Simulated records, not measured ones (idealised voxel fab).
The following process module bears the name voxel lift off.
We display cut, a cross-section 175 nm in width whose square cells are each 5 nm.
If you're reading a cross-section in this doc, picture square cells in a grid; it comes to you as bands, top ones listed first down to the bottom, and a band can be one or more rows of cells.
Each band's line starts with the height of the band's top and of its bottom, in nm. Then come its materials from left to right, each with its width in nm. One material with "all across" fills the band from edge to edge. "air" is empty space.
Heights are expressed relative to 0, this being the level below which the as-received wafer comprises one material exclusively. The lowest band is unbounded in the downward direction and is denoted as in "0 nm and below".
The notation "30..40" denotes a width that varies across the rows of cells in the band, beginning at the first number in the top row, finishing at the second number in the bottom row, and changing by an identical amount from each row to the next.
Reading "identical to before" for a step: not a cell of the cross-section changed in it.
The list in "Trapped cavities" covers empty spaces of 8 cells or more that cannot reach the top through any open way, and it gives each as width x height at distance; the distance is from the left edge, and width, height and distance are in nm.
Heads up: the bit after the settings on a step's line is the simulator's remark on that step.
overlay nm: right-of-plan distance of the mask on a masked step; negative values mean left-of-plan.
## Planned process steps
| 1 | RECEIVE [material Si] |
| 2 | CONFORMAL_DEP [material SiN] [thk nm 10] |
| 3 | PATTERN [tone open] [mask id LINES] [material resist] [width nm 15] [pitch nm 45] [thk nm 20] [overlay nm 0] |
| 4 | DIRECTIONAL_DEP [material Ru] [thk nm 10] |
| 5 | STRIP [etch materials resist] |
| 6 | CONFORMAL_DEP [material SiN] [thk nm 5] |
## Received-state cross-section, reflecting completion of step 1
* 0 nm and below: Si all across
* Trapped cavities: none
## Starting structure and process plan are as shown above, but one mistake was made in running the module; the wafer cross-section at the end of the module follows
* 25 nm to 20 nm: SiN 40 / air 5 / SiN 40 / air 5 / SiN 40 / air 5 / SiN 40
* 20 nm to 15 nm: Ru 35 / SiN 5 / air 5 / SiN 5 / Ru 30 / SiN 5 / air 5 / SiN 5 / Ru 30 / SiN 5 / air 5 / SiN 5 / Ru 35
* 15 nm to 10 nm: Ru 35 / SiN 15 / Ru 30 / SiN 15 / Ru 30 / SiN 15 / Ru 35
* 10 nm to 0 nm: SiN all across
* 0 nm and below: Si all across
* Trapped cavities: none
Want to know what went wrong? planned and actual differ for step 3; actual: PATTERN [tone cover] [mask id LINES] [material resist] [width nm 15] [pitch nm 45] [thk nm 20] [overlay nm 0]
